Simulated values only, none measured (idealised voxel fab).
Presented below is a process module, voxel air gaps.
This is section cut - it's 235 nm across, gridded in 5 nm square cells.
A cross-section is written here as square cells arranged in a grid, and it is given in bands from the top down, each band taking up one or more rows of cells.
Top height, bottom height, nm. Materials left to right, width each, nm. Single material + "all across" = fills band edge to edge. "blank" = empty.
Heights are measured from 0, the level below which the as-received wafer is all one material; the lowest band has no bottom and continues downward, written as in "from 0 down".
A width given as "30->40" starts at the first number in the band's top row and ends at the second number in its bottom row, shifting by an equal amount at every step from row to row.
You'll sometimes find "nothing altered" written for a step, and that's the way of saying that nowhere in the cross-section did a cell change during that step.
Heads up: "Enclosed cavity list" only lists the empty pockets with no open path to the top that are 8 cells or more, and it writes them as width x height at distance, distance from the left edge, in nm.
after a step's settings: what the simulator itself notes on the step
overlay nm: for a step with a mask, the amount by which the mask lay right of where it was planned; a negative amount means left of it.

Planned step list for the process
1,RECEIVE (material Si)
2,CONFORMAL_DEP (material SiO2; thk nm 10)
3,CONFORMAL_DEP (material SiCN; thk nm 5)
4,DIRECTIONAL_DEP (material SiO2; thk nm 40)
5,MASKED_ETCH (tone open; mask id LINES; width nm 20; pitch nm 45; etch materials SiO2; depth nm 40; overlay nm 0)
6,CONFORMAL_DEP (material TiN; thk nm 5)
7,FILL_DEP (material W; thk nm 5)
8,CMP (height nm 55)
9,EPI (material Ru; thk nm 10)
10,SELECTIVE_ETCH (etch materials SiO2; depth nm 50)
11,CONFORMAL_DEP (material SiCN; thk nm 5)

Cross-section of the wafer at receipt, which is the condition after step 1
    from 0 down | Si all across
    Enclosed cavity list: none

As-planned run: cross-section of the first of two wafers at end of module
    from 70 to 65 | blank 25, then SiCN 185, then blank 25
    from 65 to 55 | blank 25, then SiCN 5, then Ru 40, then SiCN 5, then Ru 40, then SiCN 5, then Ru 40, then SiCN 5, then Ru 40, then SiCN 5, then blank 25
    from 55 to 50 | blank 25, then SiCN 15, then TiN 5, then W 10, then TiN 5, then SiCN 25, then TiN 5, then W 10, then TiN 5, then SiCN 25, then TiN 5, then W 10, then TiN 5, then SiCN 25, then TiN 5, then W 10, then TiN 5, then SiCN 15, then blank 25
    from 50 to 20 | blank 35, then SiCN 5, then TiN 5, then W 10, then TiN 5, then SiCN 5, then blank 15, then SiCN 5, then TiN 5, then W 10, then TiN 5, then SiCN 5, then blank 15, then SiCN 5, then TiN 5, then W 10, then TiN 5, then SiCN 5, then blank 15, then SiCN 5, then TiN 5, then W 10, then TiN 5, then SiCN 5, then blank 35
    from 20 to 15 | SiCN 40, then TiN 20, then SiCN 25, then TiN 20, then SiCN 25, then TiN 20, then SiCN 25, then TiN 20, then SiCN 40
    from 15 to 10 | SiCN all across
    from 10 to 0 | SiO2 all across
    from 0 down | Si all across
    Enclosed cavity list: 15 x 30 at 65; 15 x 30 at 110; 15 x 30 at 155

Cross-sectional view of the second of two wafers upon completion of the module. This wafer shared its starting condition and process plan with the first; one error was made during its execution
    from 70 to 65 | blank 20, then SiCN 195, then blank 20
    from 65 to 55 | blank 20, then SiCN 5, then Ru 185, then SiCN 5, then blank 20
    from 55 to 50 | blank 20, then SiCN 15, then TiN 5, then W 20, then TiN 5, then SiO2 15, then TiN 5, then W 20, then TiN 5, then SiO2 15, then TiN 5, then W 20, then TiN 5, then SiO2 15, then TiN 5, then W 20, then TiN 5, then SiCN 15, then blank 20
    from 50 to 20 | blank 30, then SiCN 5, then TiN 5, then W 20, then TiN 5, then SiO2 15, then TiN 5, then W 20, then TiN 5, then SiO2 15, then TiN 5, then W 20, then TiN 5, then SiO2 15, then TiN 5, then W 20, then TiN 5, then SiCN 5, then blank 30
    from 20 to 15 | SiCN 35, then TiN 30, then SiO2 15, then TiN 30, then SiO2 15, then TiN 30, then SiO2 15, then TiN 30, then SiCN 35
    from 15 to 10 | SiCN all across
    from 10 to 0 | SiO2 all across
    from 0 down | Si all across
    Enclosed cavity list: none
The plan and the run diverged here: off-plan run, step 5, actual operation and settings MASKED_ETCH (tone open; mask id LINES; width nm 30; pitch nm 45; etch materials SiO2; depth nm 40; overlay nm 0)
Final tally in cells, some materials are higher or lower on the second wafer than on the first: 10 more of Ru; 72 fewer of SiCN; 72 more of SiO2; 8 more of TiN; 56 more of W
The first wafer finishes with 3 closed voids, while the second finishes with 0.
